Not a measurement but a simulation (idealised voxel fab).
Process module, titled voxel gate over fins
This is section cut - it's 240 nm across, gridded in 5 nm square cells.
Bands, listed from the top down, are how a cross-section gets written in this document; the cross-section itself is a grid of square cells, and a band is one or more rows of them.
A band entry consists of two parts. The first gives the height of the band's top and the height of its bottom, in nm. The rest lists the band's materials from left to right, each with its width in nm. A single material labelled with the word "all across" fills the band from edge to edge, and the word "blank" marks empty space.
Height 0 is the level under which the wafer as received is all one material. The lowest band goes on downwards, as in "z 0 and below".
The width entry "30 to 40" should be interpreted row by row: the top row of cells in the band takes the first number, the bottom row takes the second number, and the change between adjacent rows is uniform throughout.
"left unchanged" -> step changed no cross-section cell.
Basically, "Cavities, sealed" tells you about the enclosed voids: empty spaces with no open way to the top, 8 cells or bigger, each written width x height at distance, where distance is from the left edge, all in nm.
On a step's line, text after the settings is the simulator commenting on that step.
The setting "overlay nm" may be written on the line of a step. When the step uses a mask, the value reports how far to the right of the planned place the mask lay, and a negative value reports that it lay to the left.
Here's what the planned process steps look like:
1: RECEIVE with material Si
2: CONFORMAL_DEP with material SiN, thk nm 10
3: PATTERN with tone cover, mask id FINS, material resist, width nm 15, pitch nm 60, thk nm 20, overlay nm 0
4: DIRECTIONAL_ETCH with etch materials SiN, depth nm 10
5: DIRECTIONAL_ETCH with etch materials Si, depth nm 40
6: STRIP with etch materials resist
7: OXIDIZE with depth nm 5
8: FILL_DEP with material SiO2, thk nm 15
9: CMP with height nm 10
10: PATTERN with tone open, mask id RAIL, material resist, width nm 15, thk nm 15, overlay nm 0
11: DIRECTIONAL_ETCH with etch materials SiO2, depth nm 45
12: STRIP with etch materials resist
13: CONFORMAL_DEP with material TiN, thk nm 5
14: FILL_DEP with material Ru, thk nm 10
15: CMP with height nm 10
16: SELECTIVE_ETCH with etch materials W Ru TiN, depth nm 30
17: FILL_DEP with material SiO2, thk nm 5
18: CMP with height nm 10
19: SELECTIVE_ETCH with etch materials SiO2, depth nm 20
20: STRIP with etch materials SiN
21: CONFORMAL_DEP with material HfO2, thk nm 5
22: CONFORMAL_DEP with material TiN, thk nm 5
23: CONFORMAL_DEP with material TiAl, thk nm 5
24: CONFORMAL_DEP with material TiN, thk nm 5
25: FILL_DEP with material W, thk nm 15
26: CMP with height nm 30
27: CONFORMAL_DEP with material SiN, thk nm 5
As received (post step 1): cross-section:
- z 0 and below: Si all across
- Cavities, sealed: none
First wafer of two, sectioned at end of module; run went per plan:
- z 35 to 30: SiN all across
- z 30 to 20: W all across
- z 20 to 15: W 35 / TiN 45 / W 15 / TiN 45 / W 15 / TiN 45 / W 40
- z 15 to 10: W 35 / TiN 5 / TiAl 35 / TiN 5 / W 15 / TiN 5 / TiAl 35 / TiN 5 / W 15 / TiN 5 / TiAl 35 / TiN 5 / W 40
- z 10 to 5: TiN 40 / TiAl 5 / TiN 25 / TiAl 5 / TiN 25 / TiAl 5 / TiN 25 / TiAl 5 / TiN 25 / TiAl 5 / TiN 25 / TiAl 5 / TiN 45
- z 5 to 0: TiAl 45 / TiN 5 / HfO2 15 / TiN 5 / TiAl 35 / TiN 5 / HfO2 15 / TiN 5 / TiAl 35 / TiN 5 / HfO2 15 / TiN 5 / TiAl 50
- z 0 to -5: TiN 50 / HfO2 5 / Si 5 / HfO2 5 / TiN 45 / HfO2 5 / Si 5 / HfO2 5 / TiN 45 / HfO2 5 / Si 5 / HfO2 5 / TiN 55
- z -5 to -10: HfO2 55 / Si 5 / HfO2 55 / Si 5 / HfO2 55 / Si 5 / HfO2 60
- z -10 to -20: SiO2 55 / Si 5 / SiO2 55 / Si 5 / SiO2 55 / Si 5 / SiO2 60
- z -20 to -30: SiO2 55 / Si 5 / SiO2 20 / TiN 5 / Ru 5 / TiN 5 / SiO2 20 / Si 5 / SiO2 55 / Si 5 / SiO2 60
- z -30 to -35: SiO2 55 / Si 5 / SiO2 20 / TiN 15 / SiO2 20 / Si 5 / SiO2 55 / Si 5 / SiO2 60
- z -35 to -45: SiO2 55 / Si 5 / SiO2 55 / Si 5 / SiO2 55 / Si 5 / SiO2 60
- z -45 and below: Si all across
- Cavities, sealed: none
Module end: cross-section of wafer two of two. Same start and process plan as the first wafer. One mistake during execution:
- z 35 to 30: SiN all across
- z 30 to 20: W all across
- z 20 to 15: W 35 / TiN 45 / W 15 / TiN 45 / W 15 / TiN 45 / W 40
- z 15 to 10: W 35 / TiN 5 / TiAl 35 / TiN 5 / W 15 / TiN 5 / TiAl 35 / TiN 5 / W 15 / TiN 5 / TiAl 35 / TiN 5 / W 40
- z 10 to 5: TiN 40 / TiAl 5 / TiN 25 / TiAl 5 / TiN 25 / TiAl 5 / TiN 25 / TiAl 5 / TiN 25 / TiAl 5 / TiN 25 / TiAl 5 / TiN 45
- z 5 to 0: TiAl 45 / TiN 5 / HfO2 15 / TiN 5 / TiAl 35 / TiN 5 / HfO2 15 / TiN 5 / TiAl 35 / TiN 5 / HfO2 15 / TiN 5 / TiAl 50
- z 0 to -5: TiN 50 / HfO2 5 / Si 5 / HfO2 5 / TiN 45 / HfO2 5 / Si 5 / HfO2 5 / TiN 45 / HfO2 5 / Si 5 / HfO2 5 / TiN 55
- z -5 to -10: HfO2 55 / Si 5 / HfO2 55 / Si 5 / HfO2 55 / Si 5 / HfO2 60
- z -10 to -20: SiO2 55 / Si 5 / SiO2 55 / Si 5 / SiO2 55 / Si 5 / SiO2 60
- z -20 to -30: SiO2 55 / Si 5 / SiO2 30 / TiN 5 / Ru 5 / TiN 5 / SiO2 10 / Si 5 / SiO2 55 / Si 5 / SiO2 60
- z -30 to -35: SiO2 55 / Si 5 / SiO2 30 / TiN 15 / SiO2 10 / Si 5 / SiO2 55 / Si 5 / SiO2 60
- z -35 to -45: SiO2 55 / Si 5 / SiO2 55 / Si 5 / SiO2 55 / Si 5 / SiO2 60
- z -45 and below: Si all across
- Cavities, sealed: none
what went wrong: rather than as planned, step 10 actually ran as PATTERN with tone open, mask id RAIL, material resist, width nm 15, thk nm 15, overlay nm 10
At the end, each material covers as many cells on the second wafer as it does on the first, though the cells it covers are elsewhere.
